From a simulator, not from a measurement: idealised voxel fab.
The process module that follows is named voxel capacitor over wiring.
This is section cut - it's 165 nm across, gridded in 5 nm square cells.
In this document a cross-section is written as a grid of square cells. It is given as a series of bands, listed from the top down, and a band is one or more rows of cells. Heads up on the band format: heights come first, top then bottom, in nm. After that it's the materials left to right, each with its width in nm. A single material flagged "full width" fills the whole band edge to edge, and "empty" means there's empty space there. The level at which height equals 0 is the one under which the wafer, as it arrives, is entirely one material. No lower edge exists for the bottom band, which continues downward and is notated as in "0 and below". A two-number width, for instance "30..40", indicates that the width is equal to the first number in the top row of the band and to the second number in the bottom row, and that it changes by a constant amount per row of cells. What does "no alterations made" mean for a step? It means no cell of the cross-section changed in that step. The list in "Enclosed void list" covers empty spaces of 8 cells or more that cannot reach the top through any open way, and it gives each as width x height at distance; the distance is from the left edge, and width, height and distance are in nm. Text after the settings on a step's line: the simulator's own remark on that step. overlay nm, on a step with a mask: how far to the right of its planned place the mask lay; to the left if negative.

## The following list gives the planned process steps
1: RECEIVE | material Si
2: CONFORMAL_DEP | material SiO2 | thk nm 10
3: DIRECTIONAL_DEP | material TiN | thk nm 5
4: DIRECTIONAL_DEP | material W | thk nm 25
5: PATTERN | tone cover | mask id METAL_1 | material resist | width nm 30 | pitch nm 90 | thk nm 20 | overlay nm 0
6: DIRECTIONAL_ETCH | etch materials W | depth nm 25
7: DIRECTIONAL_ETCH | etch materials TiN | depth nm 5
8: STRIP | etch materials resist
9: FILL_DEP | material lowk | thk nm 10
10: CMP | height nm 40
11: CONFORMAL_DEP | material SiCN | thk nm 5
12: DIRECTIONAL_DEP | material lowk | thk nm 10
13: MASKED_ETCH | tone open | mask id PLUG_1 | width nm 15 | etch materials lowk | depth nm 10 | overlay nm 0
14: MASKED_ETCH | tone open | mask id PLUG_1 | width nm 15 | etch materials SiCN | depth nm 5 | overlay nm 0
15: CONFORMAL_DEP | material TiN | thk nm 5
16: FILL_DEP | material Ru | thk nm 5
17: CMP | height nm 55
18: DIRECTIONAL_DEP | material TiN | thk nm 10
19: DIRECTIONAL_DEP | material SiN | thk nm 5
20: DIRECTIONAL_DEP | material TiN | thk nm 10
21: DIRECTIONAL_DEP | material aC | thk nm 15
22: PATTERN | tone cover | mask id UPPER_PLATE | material resist | width nm 65 | thk nm 35 | overlay nm 0
23: DIRECTIONAL_ETCH | etch materials aC | depth nm 15
24: STRIP | etch materials resist
25: DIRECTIONAL_ETCH | etch materials TiN | depth nm 10
26: DIRECTIONAL_ETCH | etch materials SiN | depth nm 5
27: STRIP | etch materials aC
28: MASKED_ETCH | tone cover | mask id LOWER_PLATE | width nm 75 | etch materials TiN | depth nm 10 | overlay nm 0
29: FILL_DEP | material SiO2 | thk nm 20
30: CMP | height nm 95
31: PATTERN | tone open | mask id PLUG_2 | material resist | width nm 15 | thk nm 20 | overlay nm 0
32: DIRECTIONAL_ETCH | etch materials SiO2 | depth nm 15
33: STRIP | etch materials resist
34: CONFORMAL_DEP | material TiN | thk nm 5
35: FILL_DEP | material Ru | thk nm 10
36: CMP | height nm 95
37: CONFORMAL_DEP | material SiN | thk nm 5

## Here's what the wafer looked like in cross-section when it arrived - that's after step 1
> 0 and below = Si full width
> Enclosed void list: none

## End-of-module XS, first of two wafers, run as planned
> 100 down to 95 = SiN full width
> 95 down to 85 = 45 SiO2  5 TiN  5 Ru  5 TiN  105 SiO2
> 85 down to 80 = 45 SiO2  15 TiN  105 SiO2
> 80 down to 70 = 35 SiO2  65 TiN  65 SiO2
> 70 down to 65 = 35 SiO2  65 SiN  65 SiO2
> 65 down to 55 = 30 SiO2  75 TiN  60 SiO2
> 55 down to 45 = 35 lowk  5 TiN  5 Ru  5 TiN  115 lowk
> 45 down to 40 = 35 SiCN  15 TiN  115 SiCN
> 40 down to 15 = 20 lowk  30 W  60 lowk  30 W  25 lowk
> 15 down to 10 = 20 lowk  30 TiN  60 lowk  30 TiN  25 lowk
> 10 down to 0 = SiO2 full width
> 0 and below = Si full width
> Enclosed void list: none

## Same start, same plan as the first wafer - but one mistake in the run. Cross-section of the second of the two at the end of the module
> 100 down to 95 = SiN full width
> 95 down to 85 = 45 SiO2  5 TiN  5 Ru  5 TiN  105 SiO2
> 85 down to 80 = 45 SiO2  15 TiN  105 SiO2
> 80 down to 70 = 35 SiO2  65 TiN  65 SiO2
> 70 down to 65 = 35 SiO2  65 SiN  65 SiO2
> 65 down to 55 = 30 SiO2  75 TiN  60 SiO2
> 55 down to 50 = 30 Ru  5 TiN  15 lowk  5 TiN  110 Ru
> 50 down to 45 = 35 TiN  15 lowk  115 TiN
> 45 down to 40 = SiCN full width
> 40 down to 15 = 20 lowk  30 W  60 lowk  30 W  25 lowk
> 15 down to 10 = 20 lowk  30 TiN  60 lowk  30 TiN  25 lowk
> 10 down to 0 = SiO2 full width
> 0 and below = Si full width
> Enclosed void list: none
Heads up, the wafer didn't run the way we planned it: step 13 was not run as planned; what actually ran was MASKED_ETCH | tone cover | mask id PLUG_1 | width nm 15 | etch materials lowk | depth nm 10 | overlay nm 0
Bottom line after processing is that, in cells, the second wafer is up or down on some materials versus the first: Ru: 26 more; SiCN: 3 more; TiN: 25 more; lowk: 54 fewer
